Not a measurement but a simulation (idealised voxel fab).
You're looking at the process module voxel ribs on slabs.
Each square cell in cross-section cut measures 5 nm, and the section as a whole is 175 nm wide.
Heads up, the way a cross-section reads in here is a grid of square cells, handed over as bands from the top down, with every band being one or more rows of cells. Per band: top height and bottom height in nm, followed by the left-to-right materials and their widths in nm; "full width" marks a single material spanning edge to edge, "air" marks empty space. A quick word on heights: they are counted from 0, and under that level the wafer as it came to us is one material throughout. The lowest band is different from the rest in having no bottom; it simply continues downward, written as in "top 0, no bottom". Read "30->40" as a graded width: first number on top, second number at the bottom, same change between each pair of neighbouring rows. What does "remained the same" mean for a step? It means no cell of the cross-section changed in that step. Any empty space of 8 cells or more lacking an open way to the top shows up in "Closed voids list" as width x height at distance, distance from the left edge, in nm. Past the settings on a step's line: simulator remark, on that step. When a step includes a mask, the "overlay nm" setting on its line states how far to the right of its planned place that mask lay, and negative values state how far to the left.

## Here's what the planned process steps look like
1) RECEIVE | material Si
2) DIRECTIONAL_DEP | material SiO2 | thk nm 30
3) DIRECTIONAL_DEP | material polySi | thk nm 25
4) MASKED_ETCH | tone cover | mask id RIB | width nm 25 | etch materials polySi | depth nm 15 | overlay nm 0
5) MASKED_ETCH | tone cover | mask id SLAB | width nm 65 | etch materials polySi | depth nm 10 | overlay nm 0
6) FILL_DEP | material SiO2 | thk nm 25
7) CMP | height nm 70
8) DIRECTIONAL_DEP | material W | thk nm 5
9) MASKED_ETCH | tone cover | mask id HEATER | width nm 35 | etch materials W | depth nm 5 | overlay nm 0
10) CONFORMAL_DEP | material SiN | thk nm 5

## Incoming wafer, cross-sectional view, post step 1
    top 0, no bottom: Si full width
    Closed voids list: none

## End-of-module XS, first of two wafers, run as planned
    top 80, bottom 75: 65 of air / 45 of SiN / 65 of air
    top 75, bottom 70: 70 of SiN / 35 of W / 70 of SiN
    top 70, bottom 55: SiO2 full width
    top 55, bottom 40: 75 of SiO2 / 25 of polySi / 75 of SiO2
    top 40, bottom 30: 55 of SiO2 / 65 of polySi / 55 of SiO2
    top 30, bottom 0: SiO2 full width
    top 0, no bottom: Si full width
    Closed voids list: none

## Second wafer of the two, sectioned at the end of the module. It began like the first and followed the same plan, but one mistake was made while running it
    top 80, bottom 75: 60 of air / 45 of SiN / 70 of air
    top 75, bottom 70: 65 of SiN / 35 of W / 75 of SiN
    top 70, bottom 55: SiO2 full width
    top 55, bottom 40: 75 of SiO2 / 25 of polySi / 75 of SiO2
    top 40, bottom 30: 55 of SiO2 / 65 of polySi / 55 of SiO2
    top 30, bottom 0: SiO2 full width
    top 0, no bottom: Si full width
    Closed voids list: none
Which mistake was made when the wafer was run? it should be noted that step 9 was executed with settings other than those planned, the operation and settings actually applied being MASKED_ETCH | tone cover | mask id HEATER | width nm 35 | etch materials W | depth nm 5 | overlay nm -5
End check, second vs first wafer: material counts in cells match, positions do not.
